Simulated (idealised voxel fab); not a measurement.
A process module follows: voxel transistor to metal.
Cross-section cut spans 205 nm and uses square cells 5 nm in size.
In this document a cross-section is written as a grid of square cells. It is given as a series of bands, listed from the top down, and a band is one or more rows of cells. A band entry consists of two parts. The first gives the height of the band's top and the height of its bottom, in nm. The rest lists the band's materials from left to right, each with its width in nm. A single material labelled with the word "full width" fills the band from edge to edge, and the word "air" marks empty space. Heights are reckoned from 0. Under this level, the received wafer is all of one material. The bottommost band is open-ended downward, for example "0..down". Top row gets the first number, bottom row gets the second, and each row in between changes by the same step: that is how a band width like "30 to 40" works. Any step labelled "left unchanged" changed none of the cells in the cross-section. Look at "Trapped void list" for the closed voids: empty spaces with no open path to the top, sized 8 cells or up. Each is width x height at distance, distance from the left edge, all nm. Text after the settings on a step's line: the simulator's own remark on that step. "overlay nm", when on a step's line for a step with a mask, measures how far to the right of its planned place the mask lay; a negative measure means to the left. In what follows, pairs of cross-sections are presented, each taken before and after one process step, with the after cross-section shown only down to the lowest band that was altered; the step, together with its settings, is stated below the pair. The pairs may stem from different runs of this module on the same starting wafer; accordingly, a pair should be taken as continuing from the one above it solely where its entry headed "Pre-process" indicates as much.

# Pre-process
  60..55 = 50 nm air | 25 nm Ru | 55 nm air | 25 nm Ru | 50 nm air
  55..50 = 55 nm SiCN | 15 nm TiN | 65 nm SiCN | 15 nm TiN | 55 nm SiCN
  50..25 = SiO2 full width
  25..10 = 55 nm SiO2 | 5 nm TiN | 5 nm W | 5 nm TiN | 65 nm SiO2 | 5 nm TiN | 5 nm W | 5 nm TiN | 55 nm SiO2
  10..5 = 55 nm SiO2 | 15 nm TiN | 10 nm SiO2 | 10 nm SiN | 5 nm HfO2 | 5 nm TiN | 5 nm W | 5 nm TiN | 5 nm HfO2 | 10 nm SiN | 10 nm SiO2 | 15 nm TiN | 55 nm SiO2
  5..0 = 50 nm SiO2 | 30 nm pSi | 10 nm SiN | 5 nm HfO2 | 5 nm TiN | 5 nm W | 5 nm TiN | 5 nm HfO2 | 10 nm SiN | 30 nm pSi | 50 nm SiO2
  0..-5 = 45 nm SiO2 | 10 nm SiN | 25 nm pSi | 10 nm SiN | 5 nm HfO2 | 15 nm TiN | 5 nm HfO2 | 10 nm SiN | 25 nm pSi | 10 nm SiN | 45 nm SiO2
  -5..-10 = 55 nm SiO2 | 25 nm pSi | 5 nm SiO2 | 35 nm HfO2 | 5 nm SiO2 | 25 nm pSi | 55 nm SiO2
  -10..-25 = 50 nm SiO2 | 5 nm Si | 25 nm pSi | 45 nm Si | 25 nm pSi | 5 nm Si | 50 nm SiO2
  -25..-40 = 50 nm SiO2 | 105 nm Si | 50 nm SiO2
  -40..down = Si full width
  Trapped void list: none

# Structure After Step
  65..60 = SiCN full width
  60..55 = 50 nm SiCN | 25 nm Ru | 55 nm SiCN | 25 nm Ru | 50 nm SiCN
  Lower than 55, everything is as it was.
  Trapped void list: none
The step carried out between the cross-section before it and the cross-section after it, both shown above, is FILL_DEP with material SiCN, thk nm 5

# Pre-process
  30..15 = 90 nm air | 25 nm SiCN | 90 nm air
  15..0 = 90 nm air | 25 nm polySi | 90 nm air
  0..-5 = 45 nm SiO2 | 45 nm air | 25 nm polySi | 45 nm air | 45 nm SiO2
  -5..-10 = SiO2 full width
  -10..-40 = 50 nm SiO2 | 105 nm Si | 50 nm SiO2
  -40..down = Si full width
  Trapped void list: none

# Structure After Step
  35..30 = 85 nm air | 35 nm SiN | 85 nm air
  30..15 = 85 nm air | 5 nm SiN | 25 nm SiCN | 5 nm SiN | 85 nm air
  15..5 = 85 nm air | 5 nm SiN | 25 nm polySi | 5 nm SiN | 85 nm air
  5..0 = 50 nm SiN | 35 nm air | 5 nm SiN | 25 nm polySi | 5 nm SiN | 35 nm air | 50 nm SiN
  0..-5 = 45 nm SiO2 | 45 nm SiN | 25 nm polySi | 45 nm SiN | 45 nm SiO2
  Lower than -5, everything is as it was.
  Trapped void list: none
The step carried out between the cross-section before it and the cross-section after it, both shown above, is CONFORMAL_DEP with material SiN, thk nm 5

Pre-process: see the after view in the pair directly above.

# Structure After Step
  30..25 = 90 nm air | 25 nm SiCN | 90 nm air
  25..15 = 85 nm air | 5 nm SiN | 25 nm SiCN | 5 nm SiN | 85 nm air
  15..0 = 85 nm air | 5 nm SiN | 25 nm polySi | 5 nm SiN | 85 nm air
  0..-5 = 45 nm SiO2 | 40 nm air | 5 nm SiN | 25 nm polySi | 5 nm SiN | 40 nm air | 45 nm SiO2
  Lower than -5, everything is as it was.
  Trapped void list: none
The step carried out between the cross-section before it and the cross-section after it, both shown above, is DIRECTIONAL_ETCH with etch materials SiN, depth nm 10

Pre-process: see the after view in the pair directly above.

# Structure After Step
  30..25 = 90 nm air | 25 nm SiCN | 90 nm air
  25..15 = 85 nm air | 5 nm SiN | 25 nm SiCN | 5 nm SiN | 85 nm air
  15..-5 = 85 nm air | 5 nm SiN | 25 nm polySi | 5 nm SiN | 85 nm air
  -5..-10 = 45 nm SiO2 | 40 nm air | 35 nm SiO2 | 40 nm air | 45 nm SiO2
  Lower than -10, everything is as it was.
  Trapped void list: none
The step carried out between the cross-section before it and the cross-section after it, both shown above, is DIRECTIONAL_ETCH with etch materials SiO2, depth nm 5

Pre-process: see the after view in the pair directly above.

# Structure After Step
  30..25 = 90 nm air | 25 nm SiCN | 90 nm air
  25..15 = 85 nm air | 5 nm SiN | 25 nm SiCN | 5 nm SiN | 85 nm air
  15..-5 = 85 nm air | 5 nm SiN | 25 nm polySi | 5 nm SiN | 85 nm air
  -5..-10 = 45 nm SiO2 | 40 nm air | 35 nm SiO2 | 40 nm air | 45 nm SiO2
  -10..-25 = 50 nm SiO2 | 35 nm air | 35 nm Si | 35 nm air | 50 nm SiO2
  Lower than -25, everything is as it was.
  Trapped void list: none
The step carried out between the cross-section before it and the cross-section after it, both shown above, is DIRECTIONAL_ETCH with etch materials Si, depth nm 15

Pre-process: see the after view in the pair directly above.

# Structure After Step
  30..25 = 90 nm air | 25 nm SiCN | 90 nm air
  25..15 = 85 nm air | 5 nm SiN | 25 nm SiCN | 5 nm SiN | 85 nm air
  15..5 = 85 nm air | 5 nm SiN | 25 nm polySi | 5 nm SiN | 85 nm air
  5..-5 = 70 nm air | 15 nm pSi | 5 nm SiN | 25 nm polySi | 5 nm SiN | 15 nm pSi | 70 nm air
  -5..-10 = 45 nm SiO2 | 25 nm air | 15 nm pSi | 35 nm SiO2 | 15 nm pSi | 25 nm air | 45 nm SiO2
  -10..-25 = 50 nm SiO2 | 35 nm pSi | 35 nm Si | 35 nm pSi | 50 nm SiO2
  Lower than -25, everything is as it was.
  Trapped void list: none
The step carried out between the cross-section before it and the cross-section after it, both shown above, is EPI with material pSi, thk nm 15

Pre-process: see the after view in the pair directly above.

# Structure After Step
  40..30 = SiO2 full width
  30..25 = 90 nm SiO2 | 25 nm SiCN | 90 nm SiO2
  25..15 = 85 nm SiO2 | 5 nm SiN | 25 nm SiCN | 5 nm SiN | 85 nm SiO2
  15..5 = 85 nm SiO2 | 5 nm SiN | 25 nm polySi | 5 nm SiN | 85 nm SiO2
  5..-5 = 70 nm SiO2 | 15 nm pSi | 5 nm SiN | 25 nm polySi | 5 nm SiN | 15 nm pSi | 70 nm SiO2
  -5..-10 = 70 nm SiO2 | 15 nm pSi | 35 nm SiO2 | 15 nm pSi | 70 nm SiO2
  Lower than -10, everything is as it was.
  Trapped void list: none
The step carried out between the cross-section before it and the cross-section after it, both shown above, is FILL_DEP with material SiO2, thk nm 10

Pre-process: see the after view in the pair directly above.

# Structure After Step
  15..5 = 85 nm SiO2 | 5 nm SiN | 25 nm polySi | 5 nm SiN | 85 nm SiO2
  Lower than 5, everything is as it was.
  Trapped void list: none
The step carried out between the cross-section before it and the cross-section after it, both shown above, is CMP with height nm 15

Pre-process: see the after view in the pair directly above.

# Structure After Step
  15..5 = 85 nm SiO2 | 5 nm SiN | 25 nm air | 5 nm SiN | 85 nm SiO2
  5..-5 = 70 nm SiO2 | 15 nm pSi | 5 nm SiN | 25 nm air | 5 nm SiN | 15 nm pSi | 70 nm SiO2
  Lower than -5, everything is as it was.
  Trapped void list: none
The step carried out between the cross-section before it and the cross-section after it, both shown above, is STRIP with etch materials polySi

Pre-process: see the after view in the pair directly above.

# Structure After Step
  15..10 = 85 nm air | 5 nm SiN | 25 nm air | 5 nm SiN | 85 nm air
  10..5 = 85 nm SiO2 | 5 nm SiN | 25 nm air | 5 nm SiN | 85 nm SiO2
  5..-5 = 70 nm SiO2 | 15 nm pSi | 5 nm SiN | 25 nm air | 5 nm SiN | 15 nm pSi | 70 nm SiO2
  -5..-10 = 70 nm SiO2 | 15 nm pSi | 35 nm air | 15 nm pSi | 70 nm SiO2
  Lower than -10, everything is as it was.
  Trapped void list: none
The step carried out between the cross-section before it and the cross-section after it, both shown above, is SELECTIVE_ETCH with etch materials SiO2, depth nm 5

Pre-process: see the after view in the pair directly above.

# Structure After Step
  20..15 = 80 nm air | 15 nm HfO2 | 15 nm air | 15 nm HfO2 | 80 nm air
  15..10 = 85 nm HfO2 | 5 nm SiN | 5 nm HfO2 | 15 nm air | 5 nm HfO2 | 5 nm SiN | 85 nm HfO2
  10..5 = 85 nm SiO2 | 5 nm SiN | 5 nm HfO2 | 15 nm air | 5 nm HfO2 | 5 nm SiN | 85 nm SiO2
  5..-5 = 70 nm SiO2 | 15 nm pSi | 5 nm SiN | 5 nm HfO2 | 15 nm air | 5 nm HfO2 | 5 nm SiN | 15 nm pSi | 70 nm SiO2
  -5..-10 = 70 nm SiO2 | 15 nm pSi | 35 nm HfO2 | 15 nm pSi | 70 nm SiO2
  Lower than -10, everything is as it was.
  Trapped void list: none
The step carried out between the cross-section before it and the cross-section after it, both shown above, is CONFORMAL_DEP with material HfO2, thk nm 5

Pre-process: see the after view in the pair directly above.

# Structure After Step
  25..20 = 75 nm air | 25 nm TiN | 5 nm air | 25 nm TiN | 75 nm air
  20..15 = 80 nm TiN | 15 nm HfO2 | 5 nm TiN | 5 nm air | 5 nm TiN | 15 nm HfO2 | 80 nm TiN
  15..10 = 85 nm HfO2 | 5 nm SiN | 5 nm HfO2 | 5 nm TiN | 5 nm air | 5 nm TiN | 5 nm HfO2 | 5 nm SiN | 85 nm HfO2
  10..5 = 85 nm SiO2 | 5 nm SiN | 5 nm HfO2 | 5 nm TiN | 5 nm air | 5 nm TiN | 5 nm HfO2 | 5 nm SiN | 85 nm SiO2
  5..0 = 70 nm SiO2 | 15 nm pSi | 5 nm SiN | 5 nm HfO2 | 5 nm TiN | 5 nm air | 5 nm TiN | 5 nm HfO2 | 5 nm SiN | 15 nm pSi | 70 nm SiO2
  0..-5 = 70 nm SiO2 | 15 nm pSi | 5 nm SiN | 5 nm HfO2 | 15 nm TiN | 5 nm HfO2 | 5 nm SiN | 15 nm pSi | 70 nm SiO2
  Lower than -5, everything is as it was.
  Trapped void list: none
The step carried out between the cross-section before it and the cross-section after it, both shown above, is CONFORMAL_DEP with material TiN, thk nm 5

Pre-process: see the after view in the pair directly above.

# Structure After Step
  30..25 = W full width
  25..20 = 75 nm W | 25 nm TiN | 5 nm W | 25 nm TiN | 75 nm W
  20..15 = 80 nm TiN | 15 nm HfO2 | 5 nm TiN | 5 nm W | 5 nm TiN | 15 nm HfO2 | 80 nm TiN
  15..10 = 85 nm HfO2 | 5 nm SiN | 5 nm HfO2 | 5 nm TiN | 5 nm W | 5 nm TiN | 5 nm HfO2 | 5 nm SiN | 85 nm HfO2
  10..5 = 85 nm SiO2 | 5 nm SiN | 5 nm HfO2 | 5 nm TiN | 5 nm W | 5 nm TiN | 5 nm HfO2 | 5 nm SiN | 85 nm SiO2
  5..0 = 70 nm SiO2 | 15 nm pSi | 5 nm SiN | 5 nm HfO2 | 5 nm TiN | 5 nm W | 5 nm TiN | 5 nm HfO2 | 5 nm SiN | 15 nm pSi | 70 nm SiO2
  Lower than 0, everything is as it was.
  Trapped void list: none
The step carried out between the cross-section before it and the cross-section after it, both shown above, is FILL_DEP with material W, thk nm 5

Pre-process: see the after view in the pair directly above.

# Structure After Step
  10..5 = 85 nm SiO2 | 5 nm SiN | 5 nm HfO2 | 5 nm TiN | 5 nm W | 5 nm TiN | 5 nm HfO2 | 5 nm SiN | 85 nm SiO2
  Lower than 5, everything is as it was.
  Trapped void list: none
The step carried out between the cross-section before it and the cross-section after it, both shown above, is CMP with height nm 10

Pre-process: see the after view in the pair directly above.

# Structure After Step
  25..10 = SiO2 full width
  Lower than 10, everything is as it was.
  Trapped void list: none
The step carried out between the cross-section before it and the cross-section after it, both shown above, is DIRECTIONAL_DEP with material SiO2, thk nm 15

Pre-process: see the after view in the pair directly above.

# Structure After Step
  25..10 = 55 nm SiO2 | 15 nm air | 65 nm SiO2 | 15 nm air | 55 nm SiO2
  10..5 = 55 nm SiO2 | 15 nm air | 15 nm SiO2 | 5 nm SiN | 5 nm HfO2 | 5 nm TiN | 5 nm W | 5 nm TiN | 5 nm HfO2 | 5 nm SiN | 15 nm SiO2 | 15 nm air | 55 nm SiO2
  Lower than 5, everything is as it was.
  Trapped void list: none
The step carried out between the cross-section before it and the cross-section after it, both shown above, is MASKED_ETCH with tone open, mask id CONTACT, width nm 15, pitch nm 80, etch materials SiO2, depth nm 20, overlay nm 0

Pre-process: see the after view in the pair directly above.

# Structure After Step
  30..25 = 60 nm TiN | 5 nm air | 75 nm TiN | 5 nm air | 60 nm TiN
  25..10 = 55 nm SiO2 | 5 nm TiN | 5 nm air | 5 nm TiN | 65 nm SiO2 | 5 nm TiN | 5 nm air | 5 nm TiN | 55 nm SiO2
  10..5 = 55 nm SiO2 | 15 nm TiN | 15 nm SiO2 | 5 nm SiN | 5 nm HfO2 | 5 nm TiN | 5 nm W | 5 nm TiN | 5 nm HfO2 | 5 nm SiN | 15 nm SiO2 | 15 nm TiN | 55 nm SiO2
  Lower than 5, everything is as it was.
  Trapped void list: none
The step carried out between the cross-section before it and the cross-section after it, both shown above, is CONFORMAL_DEP with material TiN, thk nm 5

Pre-process: see the after view in the pair directly above.

# Structure After Step
  35..30 = W full width
  30..25 = 60 nm TiN | 5 nm W | 75 nm TiN | 5 nm W | 60 nm TiN
  25..10 = 55 nm SiO2 | 5 nm TiN | 5 nm W | 5 nm TiN | 65 nm SiO2 | 5 nm TiN | 5 nm W | 5 nm TiN | 55 nm SiO2
  Lower than 10, everything is as it was.
  Trapped void list: none
The step carried out between the cross-section before it and the cross-section after it, both shown above, is FILL_DEP with material W, thk nm 5

Pre-process: see the after view in the pair directly above.

# Structure After Step
  25..10 = 55 nm SiO2 | 5 nm TiN | 5 nm W | 5 nm TiN | 65 nm SiO2 | 5 nm TiN | 5 nm W | 5 nm TiN | 55 nm SiO2
  Lower than 10, everything is as it was.
  Trapped void list: none
The step carried out between the cross-section before it and the cross-section after it, both shown above, is CMP with height nm 25

Pre-process: see the after view in the pair directly above.

# Structure After Step
  30..25 = SiCN full width
  Lower than 25, everything is as it was.
  Trapped void list: none
The step carried out between the cross-section before it and the cross-section after it, both shown above, is CONFORMAL_DEP with material SiCN, thk nm 5

Pre-process: see the after view in the pair directly above.

# Structure After Step
  55..30 = SiO2 full width
  Lower than 30, everything is as it was.
  Trapped void list: none
The step carried out between the cross-section before it and the cross-section after it, both shown above, is DIRECTIONAL_DEP with material SiO2, thk nm 25

Pre-process: see the after view in the pair directly above.

# Structure After Step
  65..55 = aC full width
  Lower than 55, everything is as it was.
  Trapped void list: none
The step carried out between the cross-section before it and the cross-section after it, both shown above, is DIRECTIONAL_DEP with material aC, thk nm 10

Pre-process: see the after view in the pair directly above.

# Structure After Step
  95..65 = 55 nm resist | 15 nm air | 65 nm resist | 15 nm air | 55 nm resist
  Lower than 65, everything is as it was.
  Trapped void list: none
The step carried out between the cross-section before it and the cross-section after it, both shown above, is PATTERN with tone open, mask id METAL_1, material resist, width nm 15, pitch nm 80, thk nm 30, overlay nm 0

Pre-process: see the after view in the pair directly above.

# Structure After Step
  85..65 = 55 nm resist | 15 nm air | 65 nm resist | 15 nm air | 55 nm resist
  65..55 = 55 nm aC | 15 nm air | 65 nm aC | 15 nm air | 55 nm aC
  Lower than 55, everything is as it was.
  Trapped void list: none
The step carried out between the cross-section before it and the cross-section after it, both shown above, is DIRECTIONAL_ETCH with etch materials aC, depth nm 10

Pre-process: see the after view in the pair directly above.

# Structure After Step
  65..55 = 55 nm aC | 15 nm air | 65 nm aC | 15 nm air | 55 nm aC
  Lower than 55, everything is as it was.
  Trapped void list: none
The step carried out between the cross-section before it and the cross-section after it, both shown above, is STRIP with etch materials resist

Pre-process: see the after view in the pair directly above.

# Structure After Step
  65..55 = 55 nm aC | 15 nm air | 65 nm aC | 15 nm air | 55 nm aC
  55..30 = 55 nm SiO2 | 15 nm air | 65 nm SiO2 | 15 nm air | 55 nm SiO2
  Lower than 30, everything is as it was.
  Trapped void list: none
The step carried out between the cross-section before it and the cross-section after it, both shown above, is DIRECTIONAL_ETCH with etch materials SiO2, depth nm 25

Pre-process: see the after view in the pair directly above.

# Structure After Step
  65..55 = 55 nm aC | 15 nm air | 65 nm aC | 15 nm air | 55 nm aC
  55..30 = 55 nm SiO2 | 15 nm air | 65 nm SiO2 | 15 nm air | 55 nm SiO2
  30..25 = 55 nm SiCN | 15 nm air | 65 nm SiCN | 15 nm air | 55 nm SiCN
  Lower than 25, everything is as it was.
  Trapped void list: none
The step carried out between the cross-section before it and the cross-section after it, both shown above, is DIRECTIONAL_ETCH with etch materials SiCN, depth nm 5

Pre-process: see the after view in the pair directly above.

# Structure After Step
  55..30 = 55 nm SiO2 | 15 nm air | 65 nm SiO2 | 15 nm air | 55 nm SiO2
  Lower than 30, everything is as it was.
  Trapped void list: none
The step carried out between the cross-section before it and the cross-section after it, both shown above, is STRIP with etch materials aC

Pre-process: see the after view in the pair directly above.

# Structure After Step
  60..55 = 60 nm TiN | 5 nm air | 75 nm TiN | 5 nm air | 60 nm TiN
  55..30 = 55 nm SiO2 | 5 nm TiN | 5 nm air | 5 nm TiN | 65 nm SiO2 | 5 nm TiN | 5 nm air | 5 nm TiN | 55 nm SiO2
  30..25 = 55 nm SiCN | 15 nm TiN | 65 nm SiCN | 15 nm TiN | 55 nm SiCN
  Lower than 25, everything is as it was.
  Trapped void list: none
The step carried out between the cross-section before it and the cross-section after it, both shown above, is CONFORMAL_DEP with material TiN, thk nm 5

Pre-process: see the after view in the pair directly above.

# Structure After Step
  65..60 = W full width
  60..55 = 60 nm TiN | 5 nm W | 75 nm TiN | 5 nm W | 60 nm TiN
  55..30 = 55 nm SiO2 | 5 nm TiN | 5 nm W | 5 nm TiN | 65 nm SiO2 | 5 nm TiN | 5 nm W | 5 nm TiN | 55 nm SiO2
  Lower than 30, everything is as it was.
  Trapped void list: none
The step carried out between the cross-section before it and the cross-section after it, both shown above, is FILL_DEP with material W, thk nm 5

Pre-process: see the after view in the pair directly above.

# Structure After Step
  55..30 = 55 nm SiO2 | 5 nm TiN | 5 nm W | 5 nm TiN | 65 nm SiO2 | 5 nm TiN | 5 nm W | 5 nm TiN | 55 nm SiO2
  Lower than 30, everything is as it was.
  Trapped void list: none
The step carried out between the cross-section before it and the cross-section after it, both shown above, is CMP with height nm 55

Pre-process: see the after view in the pair directly above.

# Structure After Step
  60..55 = 50 nm air | 25 nm Ru | 55 nm air | 25 nm Ru | 50 nm air
  Lower than 55, everything is as it was.
  Trapped void list: none
The step carried out between the cross-section before it and the cross-section after it, both shown above, is EPI with material Ru, thk nm 5

Pre-process: see the after view in the pair directly above.

# Structure After Step
  65..60 = SiCN full width
  60..55 = 50 nm SiCN | 25 nm Ru | 55 nm SiCN | 25 nm Ru | 50 nm SiCN
  Lower than 55, everything is as it was.
  Trapped void list: none
The step carried out between the cross-section before it and the cross-section after it, both shown above, is FILL_DEP with material SiCN, thk nm 5

# Pre-process
  65..55 = aC full width
  55..30 = SiO2 full width
  30..25 = SiCN full width
  25..10 = 55 nm SiO2 | 5 nm TiN | 5 nm W | 5 nm TiN | 65 nm SiO2 | 5 nm TiN | 5 nm W | 5 nm TiN | 55 nm SiO2
  10..5 = 55 nm SiO2 | 15 nm TiN | 10 nm SiO2 | 10 nm SiN | 5 nm HfO2 | 5 nm TiN | 5 nm W | 5 nm TiN | 5 nm HfO2 | 10 nm SiN | 10 nm SiO2 | 15 nm TiN | 55 nm SiO2
  5..0 = 50 nm SiO2 | 30 nm pSi | 10 nm SiN | 5 nm HfO2 | 5 nm TiN | 5 nm W | 5 nm TiN | 5 nm HfO2 | 10 nm SiN | 30 nm pSi | 50 nm SiO2
  0..-5 = 45 nm SiO2 | 10 nm SiN | 25 nm pSi | 10 nm SiN | 5 nm HfO2 | 15 nm TiN | 5 nm HfO2 | 10 nm SiN | 25 nm pSi | 10 nm SiN | 45 nm SiO2
  -5..-10 = 55 nm SiO2 | 25 nm pSi | 5 nm SiO2 | 35 nm HfO2 | 5 nm SiO2 | 25 nm pSi | 55 nm SiO2
  -10..-25 = 50 nm SiO2 | 5 nm Si | 25 nm pSi | 45 nm Si | 25 nm pSi | 5 nm Si | 50 nm SiO2
  -25..-40 = 50 nm SiO2 | 105 nm Si | 50 nm SiO2
  -40..down = Si full width
  Trapped void list: none

# Structure After Step
  95..65 = 50 nm resist | 25 nm air | 55 nm resist | 25 nm air | 50 nm resist
  Lower than 65, everything is as it was.
  Trapped void list: none
The step carried out between the cross-section before it and the cross-section after it, both shown above, is PATTERN with tone open, mask id METAL_1, material resist, width nm 25, pitch nm 80, thk nm 30, overlay nm 0

Pre-process: see the after view in the pair directly above.

# Structure After Step
  85..65 = 50 nm resist | 25 nm air | 55 nm resist | 25 nm air | 50 nm resist
  65..55 = 50 nm aC | 25 nm air | 55 nm aC | 25 nm air | 50 nm aC
  Lower than 55, everything is as it was.
  Trapped void list: none
The step carried out between the cross-section before it and the cross-section after it, both shown above, is DIRECTIONAL_ETCH with etch materials aC, depth nm 10

Pre-process: see the after view in the pair directly above.

# Structure After Step
  65..55 = 50 nm aC | 25 nm air | 55 nm aC | 25 nm air | 50 nm aC
  Lower than 55, everything is as it was.
  Trapped void list: none
The step carried out between the cross-section before it and the cross-section after it, both shown above, is STRIP with etch materials resist

Pre-process: see the after view in the pair directly above.

# Structure After Step
  65..55 = 50 nm aC | 25 nm air | 55 nm aC | 25 nm air | 50 nm aC
  55..30 = 50 nm SiO2 | 25 nm air | 55 nm SiO2 | 25 nm air | 50 nm SiO2
  Lower than 30, everything is as it was.
  Trapped void list: none
The step carried out between the cross-section before it and the cross-section after it, both shown above, is DIRECTIONAL_ETCH with etch materials SiO2, depth nm 25

Pre-process: see the after view in the pair directly above.

# Structure After Step
  65..55 = 50 nm aC | 25 nm air | 55 nm aC | 25 nm air | 50 nm aC
  55..30 = 50 nm SiO2 | 25 nm air | 55 nm SiO2 | 25 nm air | 50 nm SiO2
  30..25 = 50 nm SiCN | 25 nm air | 55 nm SiCN | 25 nm air | 50 nm SiCN
  Lower than 25, everything is as it was.
  Trapped void list: none
The step carried out between the cross-section before it and the cross-section after it, both shown above, is DIRECTIONAL_ETCH with etch materials SiCN, depth nm 5

Pre-process: see the after view in the pair directly above.

# Structure After Step
  55..30 = 50 nm SiO2 | 25 nm air | 55 nm SiO2 | 25 nm air | 50 nm SiO2
  Lower than 30, everything is as it was.
  Trapped void list: none
The step carried out between the cross-section before it and the cross-section after it, both shown above, is STRIP with etch materials aC

Pre-process: see the after view in the pair directly above.

# Structure After Step
  60..55 = 55 nm TiN | 15 nm air | 65 nm TiN | 15 nm air | 55 nm TiN
  55..30 = 50 nm SiO2 | 5 nm TiN | 15 nm air | 5 nm TiN | 55 nm SiO2 | 5 nm TiN | 15 nm air | 5 nm TiN | 50 nm SiO2
  30..25 = 50 nm SiCN | 25 nm TiN | 55 nm SiCN | 25 nm TiN | 50 nm SiCN
  Lower than 25, everything is as it was.
  Trapped void list: none
The step carried out between the cross-section before it and the cross-section after it, both shown above, is CONFORMAL_DEP with material TiN, thk nm 5

Pre-process: see the after view in the pair directly above.

# Structure After Step
  65..60 = W full width
  60..55 = 55 nm TiN | 15 nm W | 65 nm TiN | 15 nm W | 55 nm TiN
  55..30 = 50 nm SiO2 | 5 nm TiN | 15 nm W | 5 nm TiN | 55 nm SiO2 | 5 nm TiN | 15 nm W | 5 nm TiN | 50 nm SiO2
  Lower than 30, everything is as it was.
  Trapped void list: none
The step carried out between the cross-section before it and the cross-section after it, both shown above, is FILL_DEP with material W, thk nm 5

Pre-process: see the after view in the pair directly above.

# Structure After Step
  55..30 = 50 nm SiO2 | 5 nm TiN | 15 nm W | 5 nm TiN | 55 nm SiO2 | 5 nm TiN | 15 nm W | 5 nm TiN | 50 nm SiO2
  Lower than 30, everything is as it was.
  Trapped void list: none
The step carried out between the cross-section before it and the cross-section after it, both shown above, is CMP with height nm 55

Pre-process: see the after view in the pair directly above.

# Structure After Step
  60..55 = 45 nm air | 35 nm Ru | 45 nm air | 35 nm Ru | 45 nm air
  Lower than 55, everything is as it was.
  Trapped void list: none
The step carried out between the cross-section before it and the cross-section after it, both shown above, is EPI with material Ru, thk nm 5

Pre-process: see the after view in the pair directly above.

# Structure After Step
  65..60 = SiCN full width
  60..55 = 45 nm SiCN | 35 nm Ru | 45 nm SiCN | 35 nm Ru | 45 nm SiCN
  Lower than 55, everything is as it was.
  Trapped void list: none
The step carried out between the cross-section before it and the cross-section after it, both shown above, is FILL_DEP with material SiCN, thk nm 5

# Pre-process
  65..55 = aC full width
  55..30 = SiO2 full width
  30..25 = SiCN full width
  25..10 = 55 nm SiO2 | 5 nm TiN | 5 nm W | 5 nm TiN | 65 nm SiO2 | 5 nm TiN | 5 nm W | 5 nm TiN | 55 nm SiO2
  10..5 = 55 nm SiO2 | 15 nm TiN | 10 nm SiO2 | 10 nm SiN | 5 nm HfO2 | 5 nm TiN | 5 nm W | 5 nm TiN | 5 nm HfO2 | 10 nm SiN | 10 nm SiO2 | 15 nm TiN | 55 nm SiO2
  5..0 = 50 nm SiO2 | 30 nm pSi | 10 nm SiN | 5 nm HfO2 | 5 nm TiN | 5 nm W | 5 nm TiN | 5 nm HfO2 | 10 nm SiN | 30 nm pSi | 50 nm SiO2
  0..-5 = 45 nm SiO2 | 10 nm SiN | 25 nm pSi | 10 nm SiN | 5 nm HfO2 | 15 nm TiN | 5 nm HfO2 | 10 nm SiN | 25 nm pSi | 10 nm SiN | 45 nm SiO2
  -5..-10 = 55 nm SiO2 | 25 nm pSi | 5 nm SiO2 | 35 nm HfO2 | 5 nm SiO2 | 25 nm pSi | 55 nm SiO2
  -10..-25 = 50 nm SiO2 | 5 nm Si | 25 nm pSi | 45 nm Si | 25 nm pSi | 5 nm Si | 50 nm SiO2
  -25..-40 = 50 nm SiO2 | 105 nm Si | 50 nm SiO2
  -40..down = Si full width
  Trapped void list: none

# Structure After Step
  95..65 = 45 nm resist | 15 nm air | 65 nm resist | 15 nm air | 65 nm resist
  Lower than 65, everything is as it was.
  Trapped void list: none
The step carried out between the cross-section before it and the cross-section after it, both shown above, is PATTERN with tone open, mask id METAL_1, material resist, width nm 15, pitch nm 80, thk nm 30, overlay nm -10

Pre-process: see the after view in the pair directly above.

# Structure After Step
  85..65 = 45 nm resist | 15 nm air | 65 nm resist | 15 nm air | 65 nm resist
  65..55 = 45 nm aC | 15 nm air | 65 nm aC | 15 nm air | 65 nm aC
  Lower than 55, everything is as it was.
  Trapped void list: none
The step carried out between the cross-section before it and the cross-section after it, both shown above, is DIRECTIONAL_ETCH with etch materials aC, depth nm 10

Pre-process: see the after view in the pair directly above.

# Structure After Step
  65..55 = 45 nm aC | 15 nm air | 65 nm aC | 15 nm air | 65 nm aC
  Lower than 55, everything is as it was.
  Trapped void list: none
The step carried out between the cross-section before it and the cross-section after it, both shown above, is STRIP with etch materials resist

Pre-process: see the after view in the pair directly above.

# Structure After Step
  65..55 = 45 nm aC | 15 nm air | 65 nm aC | 15 nm air | 65 nm aC
  55..30 = 45 nm SiO2 | 15 nm air | 65 nm SiO2 | 15 nm air | 65 nm SiO2
  Lower than 30, everything is as it was.
  Trapped void list: none
The step carried out between the cross-section before it and the cross-section after it, both shown above, is DIRECTIONAL_ETCH with etch materials SiO2, depth nm 25

Pre-process: see the after view in the pair directly above.

# Structure After Step
  65..55 = 45 nm aC | 15 nm air | 65 nm aC | 15 nm air | 65 nm aC
  55..30 = 45 nm SiO2 | 15 nm air | 65 nm SiO2 | 15 nm air | 65 nm SiO2
  30..25 = 45 nm SiCN | 15 nm air | 65 nm SiCN | 15 nm air | 65 nm SiCN
  Lower than 25, everything is as it was.
  Trapped void list: none
The step carried out between the cross-section before it and the cross-section after it, both shown above, is DIRECTIONAL_ETCH with etch materials SiCN, depth nm 5

Pre-process: see the after view in the pair directly above.

# Structure After Step
  55..30 = 45 nm SiO2 | 15 nm air | 65 nm SiO2 | 15 nm air | 65 nm SiO2
  Lower than 30, everything is as it was.
  Trapped void list: none
The step carried out between the cross-section before it and the cross-section after it, both shown above, is STRIP with etch materials aC

Pre-process: see the after view in the pair directly above.

# Structure After Step
  60..55 = 50 nm TiN | 5 nm air | 75 nm TiN | 5 nm air | 70 nm TiN
  55..30 = 45 nm SiO2 | 5 nm TiN | 5 nm air | 5 nm TiN | 65 nm SiO2 | 5 nm TiN | 5 nm air | 5 nm TiN | 65 nm SiO2
  30..25 = 45 nm SiCN | 15 nm TiN | 65 nm SiCN | 15 nm TiN | 65 nm SiCN
  Lower than 25, everything is as it was.
  Trapped void list: none
The step carried out between the cross-section before it and the cross-section after it, both shown above, is CONFORMAL_DEP with material TiN, thk nm 5

Pre-process: see the after view in the pair directly above.

# Structure After Step
  65..60 = W full width
  60..55 = 50 nm TiN | 5 nm W | 75 nm TiN | 5 nm W | 70 nm TiN
  55..30 = 45 nm SiO2 | 5 nm TiN | 5 nm W | 5 nm TiN | 65 nm SiO2 | 5 nm TiN | 5 nm W | 5 nm TiN | 65 nm SiO2
  Lower than 30, everything is as it was.
  Trapped void list: none
The step carried out between the cross-section before it and the cross-section after it, both shown above, is FILL_DEP with material W, thk nm 5
